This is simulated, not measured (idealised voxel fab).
process module | voxel fin reveal
cross-section cut | 250 nm wide | cells 5 nm
A cross-section is a grid of square cells, given in bands from the top down. A band is one or more rows of cells.
Each band's line starts with the height of the band's top and of its bottom, in nm. Then come its materials from left to right, each with its width in nm. One material with "throughout" fills the band from edge to edge. "air" is empty space.
Height 0 is the level under which the wafer as received is all one material. The lowest band goes on downwards, as in "0 down".
A width such as "30 to 40" changes by the same amount from each row of cells to the next, from the band's top row to its bottom row.
"no change" after a step means that no cell of the cross-section changed.
closed voids: empty space of 8 cells or more with no open way to the top, each as width x height at its distance from the left edge, in nm
after a step's settings: what the simulator itself notes on the step
overlay nm, on a step with a mask: how far to the right of its planned place the mask lay; to the left if negative
plan
1 op RECEIVE | material Si
2 op CONFORMAL_DEP | material SiN | thk nm 10
3 op DIRECTIONAL_DEP | material aC | thk nm 10
4 op PATTERN | tone cover | mask id FINS | material resist | width nm 15 | pitch nm 40 | thk nm 30 | overlay nm 0
5 op DIRECTIONAL_ETCH | etch materials aC | depth nm 10
6 op STRIP | etch materials resist
7 op DIRECTIONAL_ETCH | etch materials SiN | depth nm 10
8 op DIRECTIONAL_ETCH | etch materials Si | depth nm 40
9 op STRIP | etch materials aC
10 op FILL_DEP | material SiO2 | thk nm 10
11 op CMP | height nm 10
12 op SELECTIVE_ETCH | etch materials SiO2 | depth nm 30
13 op STRIP | etch materials SiN
as received, after step 1
  0 down: Si throughout
  closed voids: none
a wafer at the end: this start, this plan, one mistake
  0 to -20: Si 75 | air 15 | Si 25 | air 15 | Si 25 | air 15 | Si 80
  -20 to -40: Si 75 | SiO2 15 | Si 25 | SiO2 15 | Si 25 | SiO2 15 | Si 80
  -40 down: Si throughout
  closed voids: none
what went wrong: step 4 ran as: op PATTERN | tone open | mask id FINS | material resist | width nm 15 | pitch nm 40 | thk nm 30 | overlay nm 0
